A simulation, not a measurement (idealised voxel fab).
Title: Process Module voxel gate over fins
Pictured: cross-section cut, 240 nm wide, on a grid of 5 nm square cells.
A cross-section in this document is a grid of square cells, and it is written down as bands, the top band listed before the ones below it; a band is made up of one or more rows of cells.
What a band's entry tells you: where the top is and where the bottom is, as heights in nm, and after that what lies inside, material by material from left to right, each with its width in nm. Empty space is written as the word "air", and a single material marked with the word "edge to edge" occupies the band from edge to edge.
Note: height 0 marks the level under which the wafer is uniformly one material as received. Lowest band unbounded below, written "top 0, no bottom".
Width: "30 to 40" (first number = top row, second number = bottom row, same change from row to row of cells).
Take "everything unchanged" at face value: in the step it is given for, the cross-section changed in none of its cells.
Enclosed voids: empty space of 8 cells or more with no open way to the top, each as width x height at its distance from the left edge, in nm
Formally, on a step line, whatever follows the settings is a remark that the simulator itself makes on the step.
The line of a step may include "overlay nm". On a step with a mask, this value is how far to the right of its planned place the mask lay. A negative value means the mask lay to the left.
[Process steps - plan]
1. op RECEIVE | material Si
2. op CONFORMAL_DEP | material SiN | thk nm 5
3. op PATTERN | tone cover | mask id FINS | material resist | width nm 15 | pitch nm 60 | thk nm 20 | overlay nm 0
4. op DIRECTIONAL_ETCH | etch materials SiN | depth nm 5
5. op DIRECTIONAL_ETCH | etch materials Si | depth nm 35
6. op STRIP | etch materials resist
7. op OXIDIZE | depth nm 5
8. op FILL_DEP | material SiO2 | thk nm 15
9. op CMP | height nm 5
10. op MASKED_ETCH | tone open | mask id RAIL | width nm 15 | etch materials SiO2 | depth nm 35 | overlay nm 0
11. op CONFORMAL_DEP | material TiN | thk nm 5
12. op FILL_DEP | material W | thk nm 5
13. op CMP | height nm 5
14. op SELECTIVE_ETCH | etch materials W Ru TiN | depth nm 30
15. op FILL_DEP | material SiO2 | thk nm 5
16. op CMP | height nm 5
17. op SELECTIVE_ETCH | etch materials SiO2 | depth nm 20
18. op STRIP | etch materials SiN
19. op CONFORMAL_DEP | material HfO2 | thk nm 5
20. op CONFORMAL_DEP | material TiN | thk nm 5
21. op CONFORMAL_DEP | material TiAl | thk nm 5
22. op CONFORMAL_DEP | material TiN | thk nm 5
23. op FILL_DEP | material W | thk nm 15
24. op CMP | height nm 30
25. op CONFORMAL_DEP | material SiCN | thk nm 5
[Shown in cross-section is the wafer as received, that is, as it stands after step 1]
    top 0, no bottom = Si edge to edge
    Enclosed voids: none
[The plan above was carried out on the starting structure above with one mistake, and this cross-section shows the wafer at the end of the module]
    top 35, bottom 30 = SiCN edge to edge
    top 30, bottom 25 = W 55 nm / TiN 125 nm / W 60 nm
    top 25, bottom 20 = W 55 nm / TiN 5 nm / TiAl 55 nm / TiN 5 nm / TiAl 55 nm / TiN 5 nm / W 60 nm
    top 20, bottom 15 = W 55 nm / TiN 5 nm / TiAl 5 nm / TiN 45 nm / TiAl 5 nm / TiN 5 nm / TiAl 5 nm / TiN 45 nm / TiAl 5 nm / TiN 5 nm / W 60 nm
    top 15, bottom 10 = TiN 60 nm / TiAl 5 nm / TiN 5 nm / HfO2 35 nm / TiN 5 nm / TiAl 5 nm / TiN 5 nm / TiAl 5 nm / TiN 5 nm / HfO2 35 nm / TiN 5 nm / TiAl 5 nm / TiN 65 nm
    top 10, bottom 5 = TiAl 65 nm / TiN 5 nm / HfO2 35 nm / TiN 5 nm / TiAl 15 nm / TiN 5 nm / HfO2 35 nm / TiN 5 nm / TiAl 70 nm
    top 5, bottom 0 = TiN 70 nm / HfO2 35 nm / TiN 25 nm / HfO2 35 nm / TiN 75 nm
    top 0, bottom -15 = HfO2 85 nm / Si 5 nm / HfO2 55 nm / Si 5 nm / HfO2 90 nm
    top -15, bottom -25 = SiO2 85 nm / Si 5 nm / SiO2 55 nm / Si 5 nm / SiO2 90 nm
    top -25, bottom -30 = SiO2 85 nm / Si 5 nm / SiO2 20 nm / TiN 15 nm / SiO2 20 nm / Si 5 nm / SiO2 90 nm
    top -30, bottom -40 = SiO2 85 nm / Si 5 nm / SiO2 55 nm / Si 5 nm / SiO2 90 nm
    top -40, no bottom = Si edge to edge
    Enclosed voids: none
Against the plan, the run slipped here: not per plan at step 19, really ran op CONFORMAL_DEP | material HfO2 | thk nm 15
